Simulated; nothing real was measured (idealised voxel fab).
Presented below is a process module, voxel gate over fins.
Pictured: cross-section cut, 175 nm wide, on a grid of 5 nm square cells.
Cross-section, as written here: a square-cell grid given band by band from the top down, where a band holds one or more rows of cells.
It is stipulated that each band's entry specify, in nanometres, the height of the top of the band and then that of its bottom, followed by the materials of the band in left-to-right sequence, each together with its width in nanometres. A single material marked by the word "edge to edge" is understood to fill the band from edge to edge; the word "empty" is understood to denote empty space.
Where do heights start? At 0: under that level the wafer as delivered is made of one material only. And the lowest band has no floor; it just carries on downward, as in "z 0 and below".
The two numbers in a width such as "30 to 40" mark its ends across the band: the first belongs to the top row of cells, the second to the bottom row, and from each row to the next the width moves by the same amount.
Key: "no alteration" - step with no changed cell in the cross-section.
The entry "Enclosed void list" lists the empty spaces that cover at least 8 cells and have no open path to the top. Each is written as width x height at distance, where the distance is measured from the left edge and all three values are in nm.
On each step's line, the part that comes after the settings is the simulator's own comment on the step.
When a step includes a mask, the "overlay nm" setting on its line states how far to the right of its planned place that mask lay, and negative values state how far to the left.
Here's what the planned process steps look like:
1,RECEIVE: material Si
2,CONFORMAL_DEP: material SiN, thk nm 10
3,PATTERN: tone cover, mask id FINS, material resist, width nm 15, pitch nm 35, thk nm 20, overlay nm 0
4,DIRECTIONAL_ETCH: etch materials SiN, depth nm 10
5,DIRECTIONAL_ETCH: etch materials Si, depth nm 30
6,STRIP: etch materials resist
7,OXIDIZE: depth nm 5
8,FILL_DEP: material SiO2, thk nm 15
9,CMP: height nm 10
10,SELECTIVE_ETCH: etch materials SiO2, depth nm 25
11,STRIP: etch materials SiN
12,CONFORMAL_DEP: material HfO2, thk nm 5
13,CONFORMAL_DEP: material TiN, thk nm 5
14,CONFORMAL_DEP: material TiAl, thk nm 5
15,CONFORMAL_DEP: material TiN, thk nm 5
16,FILL_DEP: material W, thk nm 15
17,CMP: height nm 30
18,CONFORMAL_DEP: material SiCN, thk nm 10
Received-state cross-section, reflecting completion of step 1:
  z 0 and below | Si edge to edge
  Enclosed void list: none
Figure: cross-sectional view of the wafer upon completion of the module, processed from the initial state and according to the plan depicted above, with one error introduced during execution:
  z 40 to 20 | W edge to edge
  z 20 to 15 | W (30) | TiN (115) | W (30)
  z 15 to 10 | W (30) | TiN (5) | TiAl (105) | TiN (5) | W (30)
  z 10 to 5 | W (30) | TiN (5) | TiAl (5) | TiN (25) | TiAl (10) | TiN (25) | TiAl (10) | TiN (25) | TiAl (5) | TiN (5) | W (30)
  z 5 to 0 | TiN (35) | TiAl (5) | TiN (5) | HfO2 (15) | TiN (5) | TiAl (10) | TiN (5) | HfO2 (15) | TiN (5) | TiAl (10) | TiN (5) | HfO2 (15) | TiN (5) | TiAl (5) | TiN (35)
  z 0 to -5 | TiAl (40) | TiN (5) | HfO2 (5) | Si (5) | HfO2 (5) | TiN (5) | TiAl (10) | TiN (5) | HfO2 (5) | Si (5) | HfO2 (5) | TiN (5) | TiAl (10) | TiN (5) | HfO2 (5) | Si (5) | HfO2 (5) | TiN (5) | TiAl (40)
  z -5 to -10 | TiN (45) | HfO2 (5) | Si (5) | HfO2 (5) | TiN (20) | HfO2 (5) | Si (5) | HfO2 (5) | TiN (20) | HfO2 (5) | Si (5) | HfO2 (5) | TiN (45)
  z -10 to -15 | HfO2 (50) | Si (5) | HfO2 (30) | Si (5) | HfO2 (30) | Si (5) | HfO2 (50)
  z -15 to -35 | SiO2 (50) | Si (5) | SiO2 (30) | Si (5) | SiO2 (30) | Si (5) | SiO2 (50)
  z -35 and below | Si edge to edge
  Enclosed void list: none
The mistake made against the process plan was this: step 18 ran as: CONFORMAL_DEP: material W, thk nm 10
